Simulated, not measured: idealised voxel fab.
voxel capacitor over wiring: a process module
The cross-section on display is named cut; it measures 280 nm wide, and its cells are 5 nm squares.
Cross-sections here: square-cell grids, written as top-down lists of bands, a band being one or more rows of cells.
In this notation a band is specified by the heights of its top and bottom, in that order and in nm, after which its materials appear from left to right, each paired with its width in nm. The word "edge to edge" attached to a single material means that material fills the band from edge to edge; the word "blank" stands for empty space.
Where do heights start? At 0: under that level the wafer as delivered is made of one material only. And the lowest band has no floor; it just carries on downward, as in "0 down".
Think of "30->40" as a width that walks from the first number to the second as you go down the band, top row to bottom row, taking equal-sized steps from row to row.
Key: "same as before" - step with no changed cell in the cross-section.
This entry, "Voids, enclosed", enumerates those empty regions of no fewer than 8 cells that possess no open connection to the top. Each region is reported in the form width x height at distance, the distance being taken from the left edge, with all three quantities expressed in nm.
Text after the settings on a step's line: the simulator's own remark on that step.
overlay nm, on a step with a mask: how far to the right of its planned place the mask lay; to the left if negative

The steps planned for the process are as follows
1) RECEIVE,material Si
2) CONFORMAL_DEP,material SiO2,thk nm 10
3) DIRECTIONAL_DEP,material TiN,thk nm 5
4) DIRECTIONAL_DEP,material W,thk nm 20
5) MASKED_ETCH,tone cover,mask id METAL_1,width nm 25,pitch nm 85,etch materials W,depth nm 20,overlay nm 0
6) MASKED_ETCH,tone cover,mask id METAL_1,width nm 25,pitch nm 85,etch materials TiN,depth nm 5,overlay nm 0
7) CONFORMAL_DEP,material SiN,thk nm 5
8) FILL_DEP,material lowk,thk nm 5
9) CMP,height nm 35
10) CONFORMAL_DEP,material SiCN,thk nm 5
11) DIRECTIONAL_DEP,material SiO2,thk nm 15
12) PATTERN,tone open,mask id PLUG_1,material resist,width nm 15,thk nm 15,overlay nm 0
13) DIRECTIONAL_ETCH,etch materials SiO2,depth nm 15
14) DIRECTIONAL_ETCH,etch materials SiCN,depth nm 5
15) STRIP,etch materials resist
16) EPI,material Ru,thk nm 10
17) EPI,material Ru,thk nm 10
18) DIRECTIONAL_DEP,material TiN,thk nm 10
19) DIRECTIONAL_DEP,material HfO2,thk nm 5
20) DIRECTIONAL_DEP,material TiN,thk nm 5
21) DIRECTIONAL_DEP,material aC,thk nm 15
22) PATTERN,tone cover,mask id UPPER_PLATE,material resist,width nm 65,thk nm 30,overlay nm 0
23) DIRECTIONAL_ETCH,etch materials aC,depth nm 15
24) STRIP,etch materials resist
25) DIRECTIONAL_ETCH,etch materials TiN,depth nm 5
26) DIRECTIONAL_ETCH,etch materials HfO2,depth nm 5
27) STRIP,etch materials aC
28) DIRECTIONAL_DEP,material aC,thk nm 15
29) PATTERN,tone cover,mask id LOWER_PLATE,material resist,width nm 75,thk nm 35,overlay nm 0
30) DIRECTIONAL_ETCH,etch materials aC,depth nm 15
31) STRIP,etch materials resist
32) DIRECTIONAL_ETCH,etch materials TiN,depth nm 10
33) STRIP,etch materials aC
34) FILL_DEP,material SiO2,thk nm 15
35) CMP,height nm 85
36) DIRECTIONAL_DEP,material aC,thk nm 15
37) PATTERN,tone open,mask id PLUG_2,material resist,width nm 15,thk nm 35,overlay nm 0
38) DIRECTIONAL_ETCH,etch materials aC,depth nm 15
39) STRIP,etch materials resist
40) DIRECTIONAL_ETCH,etch materials SiO2,depth nm 10
41) STRIP,etch materials aC
42) CONFORMAL_DEP,material TiN,thk nm 5
43) FILL_DEP,material Cu,thk nm 5
44) CMP,height nm 85
45) CONFORMAL_DEP,material SiCN,thk nm 5

Received-state cross-section, reflecting completion of step 1
  0 down: Si edge to edge
  Voids, enclosed: none

Wafer cross-section at end of module: start and plan as shown above, one execution error
  90 to 85: SiCN edge to edge
  85 to 80: SiO2: 105; TiN: 5; Cu: 5; TiN: 5; SiO2: 160
  80 to 70: SiO2: 105->110; TiN: 15->50; SiO2: 160->120
  70 to 65: SiO2: 110; HfO2: 50; SiO2: 120
  65 to 55: SiO2: 90; TiN: 5; SiO2: 15; TiN: 55; SiO2: 115
  55 to 50: SiO2: 95; TiN: 15; SiO2: 170
  50 to 45: SiO2: 95; HfO2: 15; SiO2: 170
  45 to 40: SiO2: 95; TiN: 15; SiO2: 170
  40 to 35: SiCN: 95; TiN: 15; SiCN: 170
  35 to 20: W: 85; SiN: 5; lowk: 15; SiN: 5; W: 60; SiN: 5; lowk: 15; SiN: 5; W: 85
  20 to 15: W: 85; SiN: 25; W: 60; SiN: 25; W: 85
  15 to 10: TiN edge to edge
  10 to 0: SiO2 edge to edge
  0 down: Si edge to edge
  Voids, enclosed: none
Against the plan, the run slipped here: step 5 ran with different settings than intended, the actual operation and settings being MASKED_ETCH,tone open,mask id METAL_1,width nm 25,pitch nm 85,etch materials W,depth nm 20,overlay nm 0
